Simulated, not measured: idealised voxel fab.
process module | voxel wiring stack
cross-section cut | 295 nm wide | cells 5 nm
A cross-section is a grid of square cells, given in bands from the top down. A band is one or more rows of cells.
Each band's line starts with the height of the band's top and of its bottom, in nm. Then come its materials from left to right, each with its width in nm. One material with "throughout" fills the band from edge to edge. "air" is empty space.
Height 0 is the level under which the wafer as received is all one material. The lowest band goes on downwards, as in "0 down".
A width such as "30 to 40" changes by the same amount from each row of cells to the next, from the band's top row to its bottom row.
"no change" after a step means that no cell of the cross-section changed.
closed voids: empty space of 8 cells or more with no open way to the top, each as width x height at its distance from the left edge, in nm
after a step's settings: what the simulator itself notes on the step
overlay nm, on a step with a mask: how far to the right of its planned place the mask lay; to the left if negative
plan
1 op RECEIVE | material Si
2 op CONFORMAL_DEP | material SiO2 | thk nm 10
3 op CONFORMAL_DEP | material SiCN | thk nm 5
4 op DIRECTIONAL_DEP | material lowk | thk nm 25
5 op PATTERN | tone open | mask id METAL_1 | material resist | width nm 25 | pitch nm 45 | thk nm 15 | overlay nm 0
6 op DIRECTIONAL_ETCH | etch materials lowk | depth nm 25
7 op DIRECTIONAL_ETCH | etch materials SiCN | depth nm 5
8 op STRIP | etch materials resist
9 op CONFORMAL_DEP | material TiN | thk nm 5
10 op FILL_DEP | material Cu | thk nm 5
11 op CMP | height nm 40
12 op CONFORMAL_DEP | material SiCN | thk nm 5
13 op DIRECTIONAL_DEP | material lowk | thk nm 15
14 op DIRECTIONAL_DEP | material aC | thk nm 15
15 op PATTERN | tone open | mask id PLUG_1 | material resist | width nm 15 | thk nm 35 | overlay nm 0
16 op DIRECTIONAL_ETCH | etch materials aC | depth nm 15
17 op STRIP | etch materials resist
18 op DIRECTIONAL_ETCH | etch materials lowk | depth nm 15
19 op DIRECTIONAL_ETCH | etch materials SiCN | depth nm 5
20 op STRIP | etch materials aC
21 op EPI | material Ru | thk nm 10
22 op EPI | material Ru | thk nm 10
23 op CONFORMAL_DEP | material SiCN | thk nm 5
24 op DIRECTIONAL_DEP | material lowk | thk nm 15
25 op PATTERN | tone open | mask id METAL_2 | material resist | width nm 25 | pitch nm 45 | thk nm 20 | overlay nm 0
26 op DIRECTIONAL_ETCH | etch materials lowk | depth nm 15
27 op DIRECTIONAL_ETCH | etch materials SiCN | depth nm 5
28 op STRIP | etch materials resist
29 op CONFORMAL_DEP | material TiN | thk nm 5
30 op FILL_DEP | material Ru | thk nm 5
31 op CMP | height nm 80
32 op CONFORMAL_DEP | material SiCN | thk nm 5
33 op DIRECTIONAL_DEP | material SiO2 | thk nm 20
34 op PATTERN | tone open | mask id PLUG_2 | material resist | width nm 15 | thk nm 20 | overlay nm 0
35 op DIRECTIONAL_ETCH | etch materials SiO2 | depth nm 20
36 op DIRECTIONAL_ETCH | etch materials SiCN | depth nm 5
37 op STRIP | etch materials resist
38 op CONFORMAL_DEP | material TiN | thk nm 5
39 op FILL_DEP | material Cu | thk nm 5
40 op CMP | height nm 105
41 op DIRECTIONAL_DEP | material TiN | thk nm 5
42 op DIRECTIONAL_DEP | material Ru | thk nm 25
43 op DIRECTIONAL_DEP | material aC | thk nm 10
44 op PATTERN | tone cover | mask id METAL_3 | material resist | width nm 25 | pitch nm 45 | thk nm 25 | overlay nm 0
45 op DIRECTIONAL_ETCH | etch materials aC | depth nm 10
46 op STRIP | etch materials resist
47 op DIRECTIONAL_ETCH | etch materials Ru | depth nm 25
48 op DIRECTIONAL_ETCH | etch materials TiN | depth nm 5
49 op STRIP | etch materials aC
50 op CONFORMAL_DEP | material SiN | thk nm 5
51 op FILL_DEP | material SiO2 | thk nm 5
52 op CMP | height nm 135
53 op CONFORMAL_DEP | material SiN | thk nm 5
as received, after step 1
  0 down: Si throughout
  closed voids: none
a wafer at the end: this start, this plan, one mistake
  140 to 135: SiN throughout
  135 to 110: SiO2 105 | SiN 5 | Ru 25 | SiN 5 | SiO2 10 | SiN 5 | Ru 25 | SiN 5 | SiO2 110
  110 to 105: SiN 110 | TiN 25 | SiN 20 | TiN 25 | SiN 115
  105 to 85: SiO2 105 | TiN 5 | Cu 15 | TiN 5 | SiO2 165
  85 to 80: SiCN 105 | TiN 25 | SiCN 165
  80 to 65: lowk 110 | TiN 5 | Ru 15 | TiN 5 | lowk 20 | TiN 5 | Ru 15 | TiN 5 | lowk 115
  65 to 60: SiCN 110 | TiN 25 | SiCN 20 | TiN 25 | SiCN 115
  60 to 45: lowk 110 | Ru 15 | lowk 170
  45 to 40: SiCN 110 | Ru 15 | SiCN 170
  40 to 15: lowk 110 | TiN 5 | Cu 15 | TiN 5 | lowk 20 | TiN 5 | Cu 15 | TiN 5 | lowk 115
  15 to 10: SiCN 110 | TiN 25 | SiCN 20 | TiN 25 | SiCN 115
  10 to 0: SiO2 throughout
  0 down: Si throughout
  closed voids: none
what went wrong: step 34 ran as: op PATTERN | tone open | mask id PLUG_2 | material resist | width nm 25 | thk nm 20 | overlay nm 0
